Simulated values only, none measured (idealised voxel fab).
Process module under the name voxel capacitor over wiring
It is cross-section cut that appears here, measuring 275 nm in width, its square cells being 5 nm in size.
How to read a cross-section here: the picture is a grid of square cells, written as bands going from the top down, and any band can span one or more rows of cells.
Look at the band entry: it leads with the top's height and the bottom's height in nm. Then it lists the materials left to right, with a width in nm for each. The word "everywhere" on a single material says that material fills the band edge to edge. The word "air" is empty space.
Zero point of the height axis is 0; under it, received wafer = one material. Lowest band: continues down indefinitely, "0 nm and below".
So if you see something like "30->40" for the width, read it as the top row of the band sitting at the first number and the bottom row at the second, with every row in between moving by the same amount as the last.
Reading "no change occurred" for a step: not a cell of the cross-section changed in it.
If an empty space has no open way to the top and is at least 8 cells in size, "Trapped voids" lists it, written width x height at distance, where distance is measured from the left edge and every value is in nm.
Post-settings text on a step line: simulator's own remark regarding the step.
Among the settings permitted on a step's line is "overlay nm"; applied to a step with a mask, it specifies the extent to which the mask lay to the right of its planned position, whereas a negative figure signifies a position to the left.
Structure of the following material. The material consists of pairs of cross-sections. Each pair comprises the cross-section before one process step and the cross-section after that step, the latter shown only down to the lowest band that changed. The step between the cross-sections is specified beneath each pair, including its settings. Pairs are not necessarily consecutive: they may derive from different runs of this module performed on the same starting wafer. Continuity with the pair above is to be assumed only where the entry headed "Before-step section" of the pair in question states it.
BEFORE-STEP SECTION
115 nm to 100 nm  aC=95 | air=15 | aC=165
100 nm to 85 nm  SiO2 everywhere
85 nm to 80 nm  SiO2=85 | TiN=75 | SiO2=115
80 nm to 75 nm  SiO2=85 | SiN=75 | SiO2=115
75 nm to 70 nm  SiO2=80 | TiN=85 | SiO2=110
70 nm to 55 nm  SiO2=85 | TiN=5 | W=5 | TiN=5 | SiO2=175
55 nm to 50 nm  SiO2=85 | TiN=15 | SiO2=175
50 nm to 45 nm  SiCN=90 | TiN=10 | SiCN=175
45 nm to 20 nm  lowk=70 | Ru=30 | lowk=70 | Ru=30 | lowk=75
20 nm to 15 nm  lowk=70 | TiN=30 | lowk=70 | TiN=30 | lowk=75
15 nm to 0 nm  SiO2 everywhere
0 nm and below  Si everywhere
Trapped voids: none
CROSS-SECTION AFTER STEP
115 nm to 100 nm  aC=95 | air=15 | aC=165
100 nm to 85 nm  SiO2=95 | air=15 | SiO2=165
For the remainder of the cross-section, below 85, there is no change.
Trapped voids: none
Applied between the two views above: DIRECTIONAL_ETCH,etch materials SiO2,depth nm 15
Before-step section: It is represented by the cross-section appearing after the step of the pair directly above.
CROSS-SECTION AFTER STEP
100 nm to 85 nm  SiO2=95 | air=15 | SiO2=165
For the remainder of the cross-section, below 85, there is no change.
Trapped voids: none
Applied between the two views above: STRIP,etch materials aC
Before-step section: It is represented by the cross-section appearing after the step of the pair directly above.
CROSS-SECTION AFTER STEP
105 nm to 100 nm  TiN=100 | air=5 | TiN=170
100 nm to 90 nm  SiO2=95 | TiN=5 | air=5 | TiN=5 | SiO2=165
90 nm to 80 nm  SiO2=95->85 | TiN=15->75 | SiO2=165->115
For the remainder of the cross-section, below 80, there is no change.
Trapped voids: none
Applied between the two views above: CONFORMAL_DEP,material TiN,thk nm 5
Before-step section: It is represented by the cross-section appearing after the step of the pair directly above.
CROSS-SECTION AFTER STEP
115 nm to 105 nm  W everywhere
105 nm to 100 nm  TiN=100 | W=5 | TiN=170
100 nm to 90 nm  SiO2=95 | TiN=5 | W=5 | TiN=5 | SiO2=165
For the remainder of the cross-section, below 90, there is no change.
Trapped voids: none
Applied between the two views above: FILL_DEP,material W,thk nm 10
Before-step section: It is represented by the cross-section appearing after the step of the pair directly above.
CROSS-SECTION AFTER STEP
100 nm to 90 nm  SiO2=95 | TiN=5 | W=5 | TiN=5 | SiO2=165
For the remainder of the cross-section, below 90, there is no change.
Trapped voids: none
Applied between the two views above: CMP,height nm 100
Before-step section: It is represented by the cross-section appearing after the step of the pair directly above.
CROSS-SECTION AFTER STEP
105 nm to 100 nm  SiN everywhere
For the remainder of the cross-section, below 100, there is no change.
Trapped voids: none
Applied between the two views above: CONFORMAL_DEP,material SiN,thk nm 5
BEFORE-STEP SECTION
70 nm to 50 nm  SiO2=85 | TiN=5 | W=5 | TiN=5 | SiO2=175
50 nm to 45 nm  SiCN=85 | TiN=15 | SiCN=175
45 nm to 20 nm  lowk=70 | Ru=30 | lowk=70 | Ru=30 | lowk=75
20 nm to 15 nm  lowk=70 | TiN=30 | lowk=70 | TiN=30 | lowk=75
15 nm to 0 nm  SiO2 everywhere
0 nm and below  Si everywhere
Trapped voids: none
CROSS-SECTION AFTER STEP
75 nm to 70 nm  aC everywhere
For the remainder of the cross-section, below 70, there is no change.
Trapped voids: none
Applied between the two views above: DIRECTIONAL_DEP,material aC,thk nm 5
Before-step section: It is represented by the cross-section appearing after the step of the pair directly above.
CROSS-SECTION AFTER STEP
80 nm to 75 nm  SiN everywhere
For the remainder of the cross-section, below 75, there is no change.
Trapped voids: none
Applied between the two views above: DIRECTIONAL_DEP,material SiN,thk nm 5
Before-step section: It is represented by the cross-section appearing after the step of the pair directly above.
CROSS-SECTION AFTER STEP
85 nm to 80 nm  TiN everywhere
For the remainder of the cross-section, below 80, there is no change.
Trapped voids: none
Applied between the two views above: DIRECTIONAL_DEP,material TiN,thk nm 5
Before-step section: It is represented by the cross-section appearing after the step of the pair directly above.
CROSS-SECTION AFTER STEP
100 nm to 85 nm  air=85 | resist=75 | air=115
For the remainder of the cross-section, below 85, there is no change.
Trapped voids: none
Applied between the two views above: PATTERN,tone cover,mask id UPPER_PLATE,material resist,width nm 75,thk nm 15,overlay nm 0
Before-step section: It is represented by the cross-section appearing after the step of the pair directly above.
CROSS-SECTION AFTER STEP
100 nm to 85 nm  air=85 | resist=75 | air=115
85 nm to 80 nm  air=85 | TiN=75 | air=115
For the remainder of the cross-section, below 80, there is no change.
Trapped voids: none
Applied between the two views above: DIRECTIONAL_ETCH,etch materials TiN,depth nm 5
Before-step section: It is represented by the cross-section appearing after the step of the pair directly above.
CROSS-SECTION AFTER STEP
100 nm to 85 nm  air=85 | resist=75 | air=115
85 nm to 80 nm  air=85 | TiN=75 | air=115
80 nm to 75 nm  air=85 | SiN=75 | air=115
For the remainder of the cross-section, below 75, there is no change.
Trapped voids: none
Applied between the two views above: DIRECTIONAL_ETCH,etch materials SiN,depth nm 5
Before-step section: It is represented by the cross-section appearing after the step of the pair directly above.
CROSS-SECTION AFTER STEP
85 nm to 80 nm  air=85 | TiN=75 | air=115
For the remainder of the cross-section, below 80, there is no change.
Trapped voids: none
Applied between the two views above: STRIP,etch materials resist
Before-step section: It is represented by the cross-section appearing after the step of the pair directly above.
CROSS-SECTION AFTER STEP
105 nm to 85 nm  SiO2 everywhere
85 nm to 80 nm  SiO2=85 | TiN=75 | SiO2=115
80 nm to 75 nm  SiO2=85 | SiN=75 | SiO2=115
For the remainder of the cross-section, below 75, there is no change.
Trapped voids: none
Applied between the two views above: FILL_DEP,material SiO2,thk nm 20
Before-step section: It is represented by the cross-section appearing after the step of the pair directly above.
CROSS-SECTION AFTER STEP
100 nm to 85 nm  SiO2 everywhere
For the remainder of the cross-section, below 85, there is no change.
Trapped voids: none
Applied between the two views above: CMP,height nm 100
Before-step section: It is represented by the cross-section appearing after the step of the pair directly above.
CROSS-SECTION AFTER STEP
115 nm to 100 nm  aC everywhere
For the remainder of the cross-section, below 100, there is no change.
Trapped voids: none
Applied between the two views above: DIRECTIONAL_DEP,material aC,thk nm 15
Before-step section: It is represented by the cross-section appearing after the step of the pair directly above.
CROSS-SECTION AFTER STEP
150 nm to 115 nm  resist=95 | air=15 | resist=165
For the remainder of the cross-section, below 115, there is no change.
Trapped voids: none
Applied between the two views above: PATTERN,tone open,mask id PLUG_2,material resist,width nm 15,thk nm 35,overlay nm 0
Before-step section: It is represented by the cross-section appearing after the step of the pair directly above.
CROSS-SECTION AFTER STEP
135 nm to 115 nm  resist=95 | air=15 | resist=165
115 nm to 100 nm  aC=95 | air=15 | aC=165
For the remainder of the cross-section, below 100, there is no change.
Trapped voids: none
Applied between the two views above: DIRECTIONAL_ETCH,etch materials aC,depth nm 15
Before-step section: It is represented by the cross-section appearing after the step of the pair directly above.
CROSS-SECTION AFTER STEP
115 nm to 100 nm  aC=95 | air=15 | aC=165
For the remainder of the cross-section, below 100, there is no change.
Trapped voids: none
Applied between the two views above: STRIP,etch materials resist
Before-step section: It is represented by the cross-section appearing after the step of the pair directly above.
CROSS-SECTION AFTER STEP
115 nm to 100 nm  aC=95 | air=15 | aC=165
100 nm to 85 nm  SiO2=95 | air=15 | SiO2=165
For the remainder of the cross-section, below 85, there is no change.
Trapped voids: none
Applied between the two views above: DIRECTIONAL_ETCH,etch materials SiO2,depth nm 15
Before-step section: It is represented by the cross-section appearing after the step of the pair directly above.
CROSS-SECTION AFTER STEP
100 nm to 85 nm  SiO2=95 | air=15 | SiO2=165
For the remainder of the cross-section, below 85, there is no change.
Trapped voids: none
Applied between the two views above: STRIP,etch materials aC
Before-step section: It is represented by the cross-section appearing after the step of the pair directly above.
CROSS-SECTION AFTER STEP
105 nm to 100 nm  TiN=100 | air=5 | TiN=170
100 nm to 90 nm  SiO2=95 | TiN=5 | air=5 | TiN=5 | SiO2=165
90 nm to 80 nm  SiO2=95->85 | TiN=15->75 | SiO2=165->115
For the remainder of the cross-section, below 80, there is no change.
Trapped voids: none
Applied between the two views above: CONFORMAL_DEP,material TiN,thk nm 5
Before-step section: It is represented by the cross-section appearing after the step of the pair directly above.
CROSS-SECTION AFTER STEP
115 nm to 105 nm  W everywhere
105 nm to 100 nm  TiN=100 | W=5 | TiN=170
100 nm to 90 nm  SiO2=95 | TiN=5 | W=5 | TiN=5 | SiO2=165
For the remainder of the cross-section, below 90, there is no change.
Trapped voids: none
Applied between the two views above: FILL_DEP,material W,thk nm 10
Before-step section: It is represented by the cross-section appearing after the step of the pair directly above.
CROSS-SECTION AFTER STEP
100 nm to 90 nm  SiO2=95 | TiN=5 | W=5 | TiN=5 | SiO2=165
For the remainder of the cross-section, below 90, there is no change.
Trapped voids: none
Applied between the two views above: CMP,height nm 100
Before-step section: It is represented by the cross-section appearing after the step of the pair directly above.
CROSS-SECTION AFTER STEP
105 nm to 100 nm  SiN everywhere
For the remainder of the cross-section, below 100, there is no change.
Trapped voids: none
Applied between the two views above: CONFORMAL_DEP,material SiN,thk nm 5
BEFORE-STEP SECTION
70 nm to 50 nm  SiO2 everywhere
50 nm to 45 nm  SiCN everywhere
45 nm to 20 nm  lowk=70 | Ru=30 | lowk=70 | Ru=30 | lowk=75
20 nm to 15 nm  lowk=70 | TiN=30 | lowk=70 | TiN=30 | lowk=75
15 nm to 0 nm  SiO2 everywhere
0 nm and below  Si everywhere
Trapped voids: none
CROSS-SECTION AFTER STEP
70 nm to 50 nm  air=85 | SiO2=15 | air=175
For the remainder of the cross-section, below 50, there is no change.
Trapped voids: none
Applied between the two views above: MASKED_ETCH,tone cover,mask id PLUG_1,width nm 15,etch materials SiO2,depth nm 20,overlay nm 0
Before-step section: It is represented by the cross-section appearing after the step of the pair directly above.
CROSS-SECTION AFTER STEP
75 nm to 70 nm  air=80 | TiN=25 | air=170
70 nm to 55 nm  air=80 | TiN=5 | SiO2=15 | TiN=5 | air=170
55 nm to 50 nm  TiN=85 | SiO2=15 | TiN=175
For the remainder of the cross-section, below 50, there is no change.
Trapped voids: none
Applied between the two views above: CONFORMAL_DEP,material TiN,thk nm 5
Before-step section: It is represented by the cross-section appearing after the step of the pair directly above.
CROSS-SECTION AFTER STEP
85 nm to 75 nm  W everywhere
75 nm to 70 nm  W=80 | TiN=25 | W=170
70 nm to 55 nm  W=80 | TiN=5 | SiO2=15 | TiN=5 | W=170
For the remainder of the cross-section, below 55, there is no change.
Trapped voids: none
Applied between the two views above: FILL_DEP,material W,thk nm 10
Before-step section: It is represented by the cross-section appearing after the step of the pair directly above.
CROSS-SECTION AFTER STEP
70 nm to 55 nm  W=80 | TiN=5 | SiO2=15 | TiN=5 | W=170
For the remainder of the cross-section, below 55, there is no change.
Trapped voids: none
Applied between the two views above: CMP,height nm 70
Before-step section: It is represented by the cross-section appearing after the step of the pair directly above.
CROSS-SECTION AFTER STEP
75 nm to 70 nm  TiN everywhere
For the remainder of the cross-section, below 70, there is no change.
Trapped voids: none
Applied between the two views above: DIRECTIONAL_DEP,material TiN,thk nm 5
Before-step section: It is represented by the cross-section appearing after the step of the pair directly above.
CROSS-SECTION AFTER STEP
80 nm to 75 nm  SiN everywhere
For the remainder of the cross-section, below 75, there is no change.
Trapped voids: none
Applied between the two views above: DIRECTIONAL_DEP,material SiN,thk nm 5
Before-step section: It is represented by the cross-section appearing after the step of the pair directly above.
CROSS-SECTION AFTER STEP
85 nm to 80 nm  TiN everywhere
For the remainder of the cross-section, below 80, there is no change.
Trapped voids: none
Applied between the two views above: DIRECTIONAL_DEP,material TiN,thk nm 5
Before-step section: It is represented by the cross-section appearing after the step of the pair directly above.
CROSS-SECTION AFTER STEP
100 nm to 85 nm  air=85 | resist=75 | air=115
For the remainder of the cross-section, below 85, there is no change.
Trapped voids: none
Applied between the two views above: PATTERN,tone cover,mask id UPPER_PLATE,material resist,width nm 75,thk nm 15,overlay nm 0
Before-step section: It is represented by the cross-section appearing after the step of the pair directly above.
CROSS-SECTION AFTER STEP
100 nm to 85 nm  air=85 | resist=75 | air=115
85 nm to 80 nm  air=85 | TiN=75 | air=115
For the remainder of the cross-section, below 80, there is no change.
Trapped voids: none
Applied between the two views above: DIRECTIONAL_ETCH,etch materials TiN,depth nm 5
Before-step section: It is represented by the cross-section appearing after the step of the pair directly above.
CROSS-SECTION AFTER STEP
100 nm to 85 nm  air=85 | resist=75 | air=115
85 nm to 80 nm  air=85 | TiN=75 | air=115
80 nm to 75 nm  air=85 | SiN=75 | air=115
For the remainder of the cross-section, below 75, there is no change.
Trapped voids: none
Applied between the two views above: DIRECTIONAL_ETCH,etch materials SiN,depth nm 5
Before-step section: It is represented by the cross-section appearing after the step of the pair directly above.
CROSS-SECTION AFTER STEP
85 nm to 80 nm  air=85 | TiN=75 | air=115
For the remainder of the cross-section, below 80, there is no change.
Trapped voids: none
Applied between the two views above: STRIP,etch materials resist
Before-step section: It is represented by the cross-section appearing after the step of the pair directly above.
CROSS-SECTION AFTER STEP
85 nm to 80 nm  air=85 | TiN=75 | air=115
80 nm to 75 nm  air=85 | SiN=75 | air=115
75 nm to 70 nm  air=80 | TiN=85 | air=110
For the remainder of the cross-section, below 70, there is no change.
Trapped voids: none
Applied between the two views above: MASKED_ETCH,tone cover,mask id LOWER_PLATE,width nm 85,etch materials TiN,depth nm 5,overlay nm 0
Before-step section: It is represented by the cross-section appearing after the step of the pair directly above.
CROSS-SECTION AFTER STEP
105 nm to 85 nm  SiO2 everywhere
85 nm to 80 nm  SiO2=85 | TiN=75 | SiO2=115
80 nm to 75 nm  SiO2=85 | SiN=75 | SiO2=115
75 nm to 70 nm  SiO2=80 | TiN=85 | SiO2=110
For the remainder of the cross-section, below 70, there is no change.
Trapped voids: none
Applied between the two views above: FILL_DEP,material SiO2,thk nm 20
Before-step section: It is represented by the cross-section appearing after the step of the pair directly above.
CROSS-SECTION AFTER STEP
100 nm to 85 nm  SiO2 everywhere
For the remainder of the cross-section, below 85, there is no change.
Trapped voids: none
Applied between the two views above: CMP,height nm 100
Before-step section: It is represented by the cross-section appearing after the step of the pair directly above.
CROSS-SECTION AFTER STEP
115 nm to 100 nm  aC everywhere
For the remainder of the cross-section, below 100, there is no change.
Trapped voids: none
Applied between the two views above: DIRECTIONAL_DEP,material aC,thk nm 15
Before-step section: It is represented by the cross-section appearing after the step of the pair directly above.
CROSS-SECTION AFTER STEP
150 nm to 115 nm  resist=95 | air=15 | resist=165
For the remainder of the cross-section, below 115, there is no change.
Trapped voids: none
Applied between the two views above: PATTERN,tone open,mask id PLUG_2,material resist,width nm 15,thk nm 35,overlay nm 0
Before-step section: It is represented by the cross-section appearing after the step of the pair directly above.
CROSS-SECTION AFTER STEP
135 nm to 115 nm  resist=95 | air=15 | resist=165
115 nm to 100 nm  aC=95 | air=15 | aC=165
For the remainder of the cross-section, below 100, there is no change.
Trapped voids: none
Applied between the two views above: DIRECTIONAL_ETCH,etch materials aC,depth nm 15
Before-step section: It is represented by the cross-section appearing after the step of the pair directly above.
CROSS-SECTION AFTER STEP
115 nm to 100 nm  aC=95 | air=15 | aC=165
For the remainder of the cross-section, below 100, there is no change.
Trapped voids: none
Applied between the two views above: STRIP,etch materials resist
Before-step section: It is represented by the cross-section appearing after the step of the pair directly above.
CROSS-SECTION AFTER STEP
115 nm to 100 nm  aC=95 | air=15 | aC=165
100 nm to 85 nm  SiO2=95 | air=15 | SiO2=165
For the remainder of the cross-section, below 85, there is no change.
Trapped voids: none
Applied between the two views above: DIRECTIONAL_ETCH,etch materials SiO2,depth nm 15
Before-step section: It is represented by the cross-section appearing after the step of the pair directly above.
CROSS-SECTION AFTER STEP
100 nm to 85 nm  SiO2=95 | air=15 | SiO2=165
For the remainder of the cross-section, below 85, there is no change.
Trapped voids: none
Applied between the two views above: STRIP,etch materials aC
Before-step section: It is represented by the cross-section appearing after the step of the pair directly above.
CROSS-SECTION AFTER STEP
105 nm to 100 nm  TiN=100 | air=5 | TiN=170
100 nm to 90 nm  SiO2=95 | TiN=5 | air=5 | TiN=5 | SiO2=165
90 nm to 80 nm  SiO2=95->85 | TiN=15->75 | SiO2=165->115
For the remainder of the cross-section, below 80, there is no change.
Trapped voids: none
Applied between the two views above: CONFORMAL_DEP,material TiN,thk nm 5
Before-step section: It is represented by the cross-section appearing after the step of the pair directly above.
CROSS-SECTION AFTER STEP
115 nm to 105 nm  W everywhere
105 nm to 100 nm  TiN=100 | W=5 | TiN=170
100 nm to 90 nm  SiO2=95 | TiN=5 | W=5 | TiN=5 | SiO2=165
For the remainder of the cross-section, below 90, there is no change.
Trapped voids: none
Applied between the two views above: FILL_DEP,material W,thk nm 10
Before-step section: It is represented by the cross-section appearing after the step of the pair directly above.
CROSS-SECTION AFTER STEP
100 nm to 90 nm  SiO2=95 | TiN=5 | W=5 | TiN=5 | SiO2=165
For the remainder of the cross-section, below 90, there is no change.
Trapped voids: none
Applied between the two views above: CMP,height nm 100
Before-step section: It is represented by the cross-section appearing after the step of the pair directly above.
CROSS-SECTION AFTER STEP
105 nm to 100 nm  SiN everywhere
For the remainder of the cross-section, below 100, there is no change.
Trapped voids: none
Applied between the two views above: CONFORMAL_DEP,material SiN,thk nm 5
